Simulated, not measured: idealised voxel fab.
process module | voxel gate over fins
For reference, the cross-section in this document is cut, with width 205 nm and square cells of 5 nm.
Cross-section, as written here: a square-cell grid given band by band from the top down, where a band holds one or more rows of cells.
Quick guide to a band line: top height, bottom height (nm) up front; then every material left to right with its width in nm. Only one material and it's marked "full width"? Then it fills the band edge to edge. And "blank" just means empty space.
Heights are measured from 0, the level below which the as-received wafer is all one material; the lowest band has no bottom and continues downward, written as in "0 down".
Width spec "30..40" -> top row of cells at first value, bottom row at second value, equal per-row change in between.
Basically "stayed the same" means that step didn't change any cell in the cross-section.
Under "Enclosed void catalog" you'll find the enclosed gaps, the ones with no way out to the top, that are 8 cells or bigger; each reads width x height at distance, with distance counted from the left edge, everything in nm.
The remark found on a step's line after its settings is issued by the simulator itself and pertains to that step.
When a step includes a mask, the "overlay nm" setting on its line states how far to the right of its planned place that mask lay, and negative values state how far to the left.
So the way this works: pairs, before and after one process step. The after picture only goes down to the lowest band that actually changed, nothing below. Step and its settings are under each pair. And watch out, pairs might come from different runs of this module, same starting wafer though, so a pair only follows on from the one above if its "Ahead of processing" entry tells you so.
## Ahead of processing
5 to 0 = 40 of blank, then 15 of HfO2, then 40 of blank, then 15 of HfO2, then 40 of blank, then 15 of HfO2, then 40 of blank
0 to -10 = 40 of blank, then 5 of HfO2, then 5 of Si, then 5 of HfO2, then 40 of blank, then 5 of HfO2, then 5 of Si, then 5 of HfO2, then 40 of blank, then 5 of HfO2, then 5 of Si, then 5 of HfO2, then 40 of blank
-10 to -15 = 45 of HfO2, then 5 of Si, then 50 of HfO2, then 5 of Si, then 50 of HfO2, then 5 of Si, then 45 of HfO2
-15 to -25 = 45 of SiO2, then 5 of Si, then 50 of SiO2, then 5 of Si, then 50 of SiO2, then 5 of Si, then 45 of SiO2
-25 to -30 = 45 of SiO2, then 5 of Si, then 20 of SiO2, then 15 of TiN, then 15 of SiO2, then 5 of Si, then 50 of SiO2, then 5 of Si, then 45 of SiO2
-30 to -40 = 45 of SiO2, then 5 of Si, then 50 of SiO2, then 5 of Si, then 50 of SiO2, then 5 of Si, then 45 of SiO2
-40 down = Si full width
Enclosed void catalog: none
## Section, Post-Step
10 to 5 = 35 of blank, then 25 of TiN, then 30 of blank, then 25 of TiN, then 30 of blank, then 25 of TiN, then 35 of blank
5 to 0 = 35 of blank, then 5 of TiN, then 15 of HfO2, then 5 of TiN, then 30 of blank, then 5 of TiN, then 15 of HfO2, then 5 of TiN, then 30 of blank, then 5 of TiN, then 15 of HfO2, then 5 of TiN, then 35 of blank
0 to -5 = 35 of blank, then 5 of TiN, then 5 of HfO2, then 5 of Si, then 5 of HfO2, then 5 of TiN, then 30 of blank, then 5 of TiN, then 5 of HfO2, then 5 of Si, then 5 of HfO2, then 5 of TiN, then 30 of blank, then 5 of TiN, then 5 of HfO2, then 5 of Si, then 5 of HfO2, then 5 of TiN, then 35 of blank
-5 to -10 = 40 of TiN, then 5 of HfO2, then 5 of Si, then 5 of HfO2, then 40 of TiN, then 5 of HfO2, then 5 of Si, then 5 of HfO2, then 40 of TiN, then 5 of HfO2, then 5 of Si, then 5 of HfO2, then 40 of TiN
Nothing below the height -10 has changed.
Enclosed void catalog: none
What was done to get from the upper cross-section to the lower one? CONFORMAL_DEP (material TiN; thk nm 5)
Ahead of processing: The cross-section prior to this step is the one presented after the step of the pair immediately above.
## Section, Post-Step
25 to 10 = W full width
10 to 5 = 35 of W, then 25 of TiN, then 30 of W, then 25 of TiN, then 30 of W, then 25 of TiN, then 35 of W
5 to 0 = 35 of W, then 5 of TiN, then 15 of HfO2, then 5 of TiN, then 30 of W, then 5 of TiN, then 15 of HfO2, then 5 of TiN, then 30 of W, then 5 of TiN, then 15 of HfO2, then 5 of TiN, then 35 of W
0 to -5 = 35 of W, then 5 of TiN, then 5 of HfO2, then 5 of Si, then 5 of HfO2, then 5 of TiN, then 30 of W, then 5 of TiN, then 5 of HfO2, then 5 of Si, then 5 of HfO2, then 5 of TiN, then 30 of W, then 5 of TiN, then 5 of HfO2, then 5 of Si, then 5 of HfO2, then 5 of TiN, then 35 of W
Nothing below the height -5 has changed.
Enclosed void catalog: none
What was done to get from the upper cross-section to the lower one? FILL_DEP (material W; thk nm 15)
Ahead of processing: The cross-section prior to this step is the one presented after the step of the pair immediately above.
## Section, Post-Step
20 to 10 = W full width
Nothing below the height 10 has changed.
Enclosed void catalog: none
What was done to get from the upper cross-section to the lower one? CMP (height nm 20)
Ahead of processing: The cross-section prior to this step is the one presented after the step of the pair immediately above.
## Section, Post-Step
25 to 20 = SiCN full width
Nothing below the height 20 has changed.
Enclosed void catalog: none
What was done to get from the upper cross-section to the lower one? CONFORMAL_DEP (material SiCN; thk nm 5)
## Ahead of processing
5 to 0 = 40 of blank, then 15 of SiN, then 40 of blank, then 15 of SiN, then 40 of blank, then 15 of SiN, then 40 of blank
0 to -35 = 40 of blank, then 5 of SiO2, then 5 of Si, then 5 of SiO2, then 40 of blank, then 5 of SiO2, then 5 of Si, then 5 of SiO2, then 40 of blank, then 5 of SiO2, then 5 of Si, then 5 of SiO2, then 40 of blank
-35 to -40 = 45 of SiO2, then 5 of Si, then 50 of SiO2, then 5 of Si, then 50 of SiO2, then 5 of Si, then 45 of SiO2
-40 down = Si full width
Enclosed void catalog: none
## Section, Post-Step
15 to 5 = Ru full width
5 to 0 = 40 of Ru, then 15 of SiN, then 40 of Ru, then 15 of SiN, then 40 of Ru, then 15 of SiN, then 40 of Ru
0 to -35 = 40 of Ru, then 5 of SiO2, then 5 of Si, then 5 of SiO2, then 40 of Ru, then 5 of SiO2, then 5 of Si, then 5 of SiO2, then 40 of Ru, then 5 of SiO2, then 5 of Si, then 5 of SiO2, then 40 of Ru
Nothing below the height -35 has changed.
Enclosed void catalog: none
What was done to get from the upper cross-section to the lower one? FILL_DEP (material Ru; thk nm 10)
Ahead of processing: The cross-section prior to this step is the one presented after the step of the pair immediately above.
## Section, Post-Step
5 to 0 = 40 of Ru, then 15 of SiN, then 40 of Ru, then 15 of SiN, then 40 of Ru, then 15 of SiN, then 40 of Ru
Nothing below the height 0 has changed.
Enclosed void catalog: none
What was done to get from the upper cross-section to the lower one? CMP (height nm 5)
Ahead of processing: The cross-section prior to this step is the one presented after the step of the pair immediately above.
## Section, Post-Step
20 to 5 = aC full width
Nothing below the height 5 has changed.
Enclosed void catalog: none
What was done to get from the upper cross-section to the lower one? DIRECTIONAL_DEP (material aC; thk nm 15)
Ahead of processing: The cross-section prior to this step is the one presented after the step of the pair immediately above.
## Section, Post-Step
55 to 20 = 65 of resist, then 15 of blank, then 125 of resist
Nothing below the height 20 has changed.
Enclosed void catalog: none
What was done to get from the upper cross-section to the lower one? PATTERN (tone open; mask id RAIL; material resist; width nm 15; thk nm 35; overlay nm 0)
Ahead of processing: The cross-section prior to this step is the one presented after the step of the pair immediately above.
## Section, Post-Step
40 to 20 = 65 of resist, then 15 of blank, then 125 of resist
20 to 5 = 65 of aC, then 15 of blank, then 125 of aC
Nothing below the height 5 has changed.
Enclosed void catalog: none
What was done to get from the upper cross-section to the lower one? DIRECTIONAL_ETCH (etch materials aC; depth nm 15)
Ahead of processing: The cross-section prior to this step is the one presented after the step of the pair immediately above.
## Section, Post-Step
20 to 5 = 65 of aC, then 15 of blank, then 125 of aC
Nothing below the height 5 has changed.
Enclosed void catalog: none
What was done to get from the upper cross-section to the lower one? STRIP (etch materials resist)
Ahead of processing: The cross-section prior to this step is the one presented after the step of the pair immediately above.
## Section, Post-Step
5 to 0 = 40 of Ru, then 15 of SiN, then 40 of Ru, then 15 of SiN, then 40 of Ru, then 15 of SiN, then 40 of Ru
Nothing below the height 0 has changed.
Enclosed void catalog: none
What was done to get from the upper cross-section to the lower one? STRIP (etch materials aC)
Ahead of processing: The cross-section prior to this step is the one presented after the step of the pair immediately above.
## Section, Post-Step
10 to 5 = TiN full width
Nothing below the height 5 has changed.
Enclosed void catalog: none
What was done to get from the upper cross-section to the lower one? CONFORMAL_DEP (material TiN; thk nm 5)
Ahead of processing: The cross-section prior to this step is the one presented after the step of the pair immediately above.
## Section, Post-Step
15 to 10 = Ru full width
Nothing below the height 10 has changed.
Enclosed void catalog: none
What was done to get from the upper cross-section to the lower one? FILL_DEP (material Ru; thk nm 5)
Ahead of processing: The cross-section prior to this step is the one presented after the step of the pair immediately above.
## Section, Post-Step
5 to 0 = 40 of Ru, then 15 of SiN, then 40 of Ru, then 15 of SiN, then 40 of Ru, then 15 of SiN, then 40 of Ru
Nothing below the height 0 has changed.
Enclosed void catalog: none
What was done to get from the upper cross-section to the lower one? CMP (height nm 5)
Ahead of processing: The cross-section prior to this step is the one presented after the step of the pair immediately above.
## Section, Post-Step
5 to 0 = 40 of blank, then 15 of SiN, then 40 of blank, then 15 of SiN, then 40 of blank, then 15 of SiN, then 40 of blank
0 to -25 = 40 of blank, then 5 of SiO2, then 5 of Si, then 5 of SiO2, then 40 of blank, then 5 of SiO2, then 5 of Si, then 5 of SiO2, then 40 of blank, then 5 of SiO2, then 5 of Si, then 5 of SiO2, then 40 of blank
Nothing below the height -25 has changed.
Enclosed void catalog: none
What was done to get from the upper cross-section to the lower one? SELECTIVE_ETCH (etch materials W Ru TiN; depth nm 30)
Ahead of processing: The cross-section prior to this step is the one presented after the step of the pair immediately above.
## Section, Post-Step
10 to 5 = SiO2 full width
5 to 0 = 40 of SiO2, then 15 of SiN, then 40 of SiO2, then 15 of SiN, then 40 of SiO2, then 15 of SiN, then 40 of SiO2
0 to -25 = 45 of SiO2, then 5 of Si, then 50 of SiO2, then 5 of Si, then 50 of SiO2, then 5 of Si, then 45 of SiO2
Nothing below the height -25 has changed.
Enclosed void catalog: none
What was done to get from the upper cross-section to the lower one? FILL_DEP (material SiO2; thk nm 5)
Ahead of processing: The cross-section prior to this step is the one presented after the step of the pair immediately above.
## Section, Post-Step
5 to 0 = 40 of SiO2, then 15 of SiN, then 40 of SiO2, then 15 of SiN, then 40 of SiO2, then 15 of SiN, then 40 of SiO2
Nothing below the height 0 has changed.
Enclosed void catalog: none
What was done to get from the upper cross-section to the lower one? CMP (height nm 5)
Ahead of processing: The cross-section prior to this step is the one presented after the step of the pair immediately above.
## Section, Post-Step
5 to 0 = 40 of blank, then 15 of SiN, then 40 of blank, then 15 of SiN, then 40 of blank, then 15 of SiN, then 40 of blank
0 to -15 = 45 of blank, then 5 of Si, then 50 of blank, then 5 of Si, then 50 of blank, then 5 of Si, then 45 of blank
Nothing below the height -15 has changed.
Enclosed void catalog: none
What was done to get from the upper cross-section to the lower one? SELECTIVE_ETCH (etch materials SiO2; depth nm 20)
Ahead of processing: The cross-section prior to this step is the one presented after the step of the pair immediately above.
## Section, Post-Step
0 to -15 = 45 of blank, then 5 of Si, then 50 of blank, then 5 of Si, then 50 of blank, then 5 of Si, then 45 of blank
Nothing below the height -15 has changed.
Enclosed void catalog: none
What was done to get from the upper cross-section to the lower one? STRIP (etch materials SiN)
Ahead of processing: The cross-section prior to this step is the one presented after the step of the pair immediately above.
## Section, Post-Step
5 to 0 = 40 of blank, then 15 of HfO2, then 40 of blank, then 15 of HfO2, then 40 of blank, then 15 of HfO2, then 40 of blank
0 to -10 = 40 of blank, then 5 of HfO2, then 5 of Si, then 5 of HfO2, then 40 of blank, then 5 of HfO2, then 5 of Si, then 5 of HfO2, then 40 of blank, then 5 of HfO2, then 5 of Si, then 5 of HfO2, then 40 of blank
-10 to -15 = 45 of HfO2, then 5 of Si, then 50 of HfO2, then 5 of Si, then 50 of HfO2, then 5 of Si, then 45 of HfO2
Nothing below the height -15 has changed.
Enclosed void catalog: none
What was done to get from the upper cross-section to the lower one? CONFORMAL_DEP (material HfO2; thk nm 5)
Ahead of processing: The cross-section prior to this step is the one presented after the step of the pair immediately above.
## Section, Post-Step
10 to 5 = 35 of blank, then 25 of TiN, then 30 of blank, then 25 of TiN, then 30 of blank, then 25 of TiN, then 35 of blank
5 to 0 = 35 of blank, then 5 of TiN, then 15 of HfO2, then 5 of TiN, then 30 of blank, then 5 of TiN, then 15 of HfO2, then 5 of TiN, then 30 of blank, then 5 of TiN, then 15 of HfO2, then 5 of TiN, then 35 of blank
0 to -5 = 35 of blank, then 5 of TiN, then 5 of HfO2, then 5 of Si, then 5 of HfO2, then 5 of TiN, then 30 of blank, then 5 of TiN, then 5 of HfO2, then 5 of Si, then 5 of HfO2, then 5 of TiN, then 30 of blank, then 5 of TiN, then 5 of HfO2, then 5 of Si, then 5 of HfO2, then 5 of TiN, then 35 of blank
-5 to -10 = 40 of TiN, then 5 of HfO2, then 5 of Si, then 5 of HfO2, then 40 of TiN, then 5 of HfO2, then 5 of Si, then 5 of HfO2, then 40 of TiN, then 5 of HfO2, then 5 of Si, then 5 of HfO2, then 40 of TiN
Nothing below the height -10 has changed.
Enclosed void catalog: none
What was done to get from the upper cross-section to the lower one? CONFORMAL_DEP (material TiN; thk nm 5)
Ahead of processing: The cross-section prior to this step is the one presented after the step of the pair immediately above.
## Section, Post-Step
25 to 10 = W full width
10 to 5 = 35 of W, then 25 of TiN, then 30 of W, then 25 of TiN, then 30 of W, then 25 of TiN, then 35 of W
5 to 0 = 35 of W, then 5 of TiN, then 15 of HfO2, then 5 of TiN, then 30 of W, then 5 of TiN, then 15 of HfO2, then 5 of TiN, then 30 of W, then 5 of TiN, then 15 of HfO2, then 5 of TiN, then 35 of W
0 to -5 = 35 of W, then 5 of TiN, then 5 of HfO2, then 5 of Si, then 5 of HfO2, then 5 of TiN, then 30 of W, then 5 of TiN, then 5 of HfO2, then 5 of Si, then 5 of HfO2, then 5 of TiN, then 30 of W, then 5 of TiN, then 5 of HfO2, then 5 of Si, then 5 of HfO2, then 5 of TiN, then 35 of W
Nothing below the height -5 has changed.
Enclosed void catalog: none
What was done to get from the upper cross-section to the lower one? FILL_DEP (material W; thk nm 15)
Ahead of processing: The cross-section prior to this step is the one presented after the step of the pair immediately above.
## Section, Post-Step
20 to 10 = W full width
Nothing below the height 10 has changed.
Enclosed void catalog: none
What was done to get from the upper cross-section to the lower one? CMP (height nm 20)
Ahead of processing: The cross-section prior to this step is the one presented after the step of the pair immediately above.
## Section, Post-Step
25 to 20 = SiCN full width
Nothing below the height 20 has changed.
Enclosed void catalog: none
What was done to get from the upper cross-section to the lower one? CONFORMAL_DEP (material SiCN; thk nm 5)
## Ahead of processing
5 to 0 = SiN full width
0 down = Si full width
Enclosed void catalog: none
## Section, Post-Step
5 to 0 = 40 of SiN, then 15 of blank, then 40 of SiN, then 15 of blank, then 40 of SiN, then 15 of blank, then 40 of SiN
Nothing below the height 0 has changed.
Enclosed void catalog: none
What was done to get from the upper cross-section to the lower one? MASKED_ETCH (tone open; mask id FINS; width nm 15; pitch nm 55; etch materials SiN; depth nm 5; overlay nm 0)
Ahead of processing: The cross-section prior to this step is the one presented after the step of the pair immediately above.
## Section, Post-Step
5 to 0 = 40 of SiN, then 15 of blank, then 40 of SiN, then 15 of blank, then 40 of SiN, then 15 of blank, then 40 of SiN
0 to -5 = 35 of Si, then 25 of SiO2, then 30 of Si, then 25 of SiO2, then 30 of Si, then 25 of SiO2, then 35 of Si
Nothing below the height -5 has changed.
Enclosed void catalog: none
What was done to get from the upper cross-section to the lower one? OXIDIZE (depth nm 5)
Ahead of processing: The cross-section prior to this step is the one presented after the step of the pair immediately above.
## Section, Post-Step
15 to 5 = SiO2 full width
5 to 0 = 40 of SiN, then 15 of SiO2, then 40 of SiN, then 15 of SiO2, then 40 of SiN, then 15 of SiO2, then 40 of SiN
Nothing below the height 0 has changed.
Enclosed void catalog: none
What was done to get from the upper cross-section to the lower one? FILL_DEP (material SiO2; thk nm 10)
Ahead of processing: The cross-section prior to this step is the one presented after the step of the pair immediately above.
## Section, Post-Step
5 to 0 = 40 of SiN, then 15 of SiO2, then 40 of SiN, then 15 of SiO2, then 40 of SiN, then 15 of SiO2, then 40 of SiN
Nothing below the height 0 has changed.
Enclosed void catalog: none
What was done to get from the upper cross-section to the lower one? CMP (height nm 5)
Ahead of processing: The cross-section prior to this step is the one presented after the step of the pair immediately above.
## Section, Post-Step
20 to 5 = aC full width
Nothing below the height 5 has changed.
Enclosed void catalog: none
What was done to get from the upper cross-section to the lower one? DIRECTIONAL_DEP (material aC; thk nm 15)
Ahead of processing: The cross-section prior to this step is the one presented after the step of the pair immediately above.
## Section, Post-Step
55 to 20 = 65 of resist, then 15 of blank, then 125 of resist
Nothing below the height 20 has changed.
Enclosed void catalog: none
What was done to get from the upper cross-section to the lower one? PATTERN (tone open; mask id RAIL; material resist; width nm 15; thk nm 35; overlay nm 0)
Ahead of processing: The cross-section prior to this step is the one presented after the step of the pair immediately above.
## Section, Post-Step
40 to 20 = 65 of resist, then 15 of blank, then 125 of resist
20 to 5 = 65 of aC, then 15 of blank, then 125 of aC
Nothing below the height 5 has changed.
Enclosed void catalog: none
What was done to get from the upper cross-section to the lower one? DIRECTIONAL_ETCH (etch materials aC; depth nm 15)
Ahead of processing: The cross-section prior to this step is the one presented after the step of the pair immediately above.
## Section, Post-Step
20 to 5 = 65 of aC, then 15 of blank, then 125 of aC
Nothing below the height 5 has changed.
Enclosed void catalog: none
What was done to get from the upper cross-section to the lower one? STRIP (etch materials resist)
Ahead of processing: The cross-section prior to this step is the one presented after the step of the pair immediately above.
## Section, Post-Step
5 to 0 = 40 of SiN, then 15 of SiO2, then 40 of SiN, then 15 of SiO2, then 40 of SiN, then 15 of SiO2, then 40 of SiN
Nothing below the height 0 has changed.
Enclosed void catalog: none
What was done to get from the upper cross-section to the lower one? STRIP (etch materials aC)
Ahead of processing: The cross-section prior to this step is the one presented after the step of the pair immediately above.
## Section, Post-Step
10 to 5 = TiN full width
Nothing below the height 5 has changed.
Enclosed void catalog: none
What was done to get from the upper cross-section to the lower one? CONFORMAL_DEP (material TiN; thk nm 5)
Ahead of processing: The cross-section prior to this step is the one presented after the step of the pair immediately above.
## Section, Post-Step
15 to 10 = Ru full width
Nothing below the height 10 has changed.
Enclosed void catalog: none
What was done to get from the upper cross-section to the lower one? FILL_DEP (material Ru; thk nm 5)
Ahead of processing: The cross-section prior to this step is the one presented after the step of the pair immediately above.
## Section, Post-Step
5 to 0 = 40 of SiN, then 15 of SiO2, then 40 of SiN, then 15 of SiO2, then 40 of SiN, then 15 of SiO2, then 40 of SiN
Nothing below the height 0 has changed.
Enclosed void catalog: none
What was done to get from the upper cross-section to the lower one? CMP (height nm 5)
Ahead of processing: The cross-section prior to this step is the one presented after the step of the pair immediately above.
## Section, Post-Step
10 to 5 = SiO2 full width
Nothing below the height 5 has changed.
Enclosed void catalog: none
What was done to get from the upper cross-section to the lower one? FILL_DEP (material SiO2; thk nm 5)
Ahead of processing: The cross-section prior to this step is the one presented after the step of the pair immediately above.
## Section, Post-Step
5 to 0 = 40 of SiN, then 15 of SiO2, then 40 of SiN, then 15 of SiO2, then 40 of SiN, then 15 of SiO2, then 40 of SiN
Nothing below the height 0 has changed.
Enclosed void catalog: none
What was done to get from the upper cross-section to the lower one? CMP (height nm 5)
Ahead of processing: The cross-section prior to this step is the one presented after the step of the pair immediately above.
## Section, Post-Step
5 to 0 = 40 of SiN, then 15 of blank, then 40 of SiN, then 15 of blank, then 40 of SiN, then 15 of blank, then 40 of SiN
0 to -5 = 35 of Si, then 25 of blank, then 30 of Si, then 25 of blank, then 30 of Si, then 25 of blank, then 35 of Si
Nothing below the height -5 has changed.
Enclosed void catalog: none
What was done to get from the upper cross-section to the lower one? SELECTIVE_ETCH (etch materials SiO2; depth nm 20)
Ahead of processing: The cross-section prior to this step is the one presented after the step of the pair immediately above.
## Section, Post-Step
0 to -5 = 35 of Si, then 25 of blank, then 30 of Si, then 25 of blank, then 30 of Si, then 25 of blank, then 35 of Si
Nothing below the height -5 has changed.
Enclosed void catalog: none
What was done to get from the upper cross-section to the lower one? STRIP (etch materials SiN)
Ahead of processing: The cross-section prior to this step is the one presented after the step of the pair immediately above.
## Section, Post-Step
5 to 0 = 40 of HfO2, then 15 of blank, then 40 of HfO2, then 15 of blank, then 40 of HfO2, then 15 of blank, then 40 of HfO2
0 to -5 = 35 of Si, then 25 of HfO2, then 30 of Si, then 25 of HfO2, then 30 of Si, then 25 of HfO2, then 35 of Si
Nothing below the height -5 has changed.
Enclosed void catalog: none
What was done to get from the upper cross-section to the lower one? CONFORMAL_DEP (material HfO2; thk nm 5)
Ahead of processing: The cross-section prior to this step is the one presented after the step of the pair immediately above.
## Section, Post-Step
10 to 5 = 45 of TiN, then 5 of blank, then 50 of TiN, then 5 of blank, then 50 of TiN, then 5 of blank, then 45 of TiN
5 to 0 = 40 of HfO2, then 15 of TiN, then 40 of HfO2, then 15 of TiN, then 40 of HfO2, then 15 of TiN, then 40 of HfO2
Nothing below the height 0 has changed.
Enclosed void catalog: none
What was done to get from the upper cross-section to the lower one? CONFORMAL_DEP (material TiN; thk nm 5)
Ahead of processing: The cross-section prior to this step is the one presented after the step of the pair immediately above.
## Section, Post-Step
25 to 10 = W full width
10 to 5 = 45 of TiN, then 5 of W, then 50 of TiN, then 5 of W, then 50 of TiN, then 5 of W, then 45 of TiN
Nothing below the height 5 has changed.
Enclosed void catalog: none
What was done to get from the upper cross-section to the lower one? FILL_DEP (material W; thk nm 15)
Ahead of processing: The cross-section prior to this step is the one presented after the step of the pair immediately above.
## Section, Post-Step
20 to 10 = W full width
Nothing below the height 10 has changed.
Enclosed void catalog: none
What was done to get from the upper cross-section to the lower one? CMP (height nm 20)
Ahead of processing: The cross-section prior to this step is the one presented after the step of the pair immediately above.
## Section, Post-Step
25 to 20 = SiCN full width
Nothing below the height 20 has changed.
Enclosed void catalog: none
What was done to get from the upper cross-section to the lower one? CONFORMAL_DEP (material SiCN; thk nm 5)
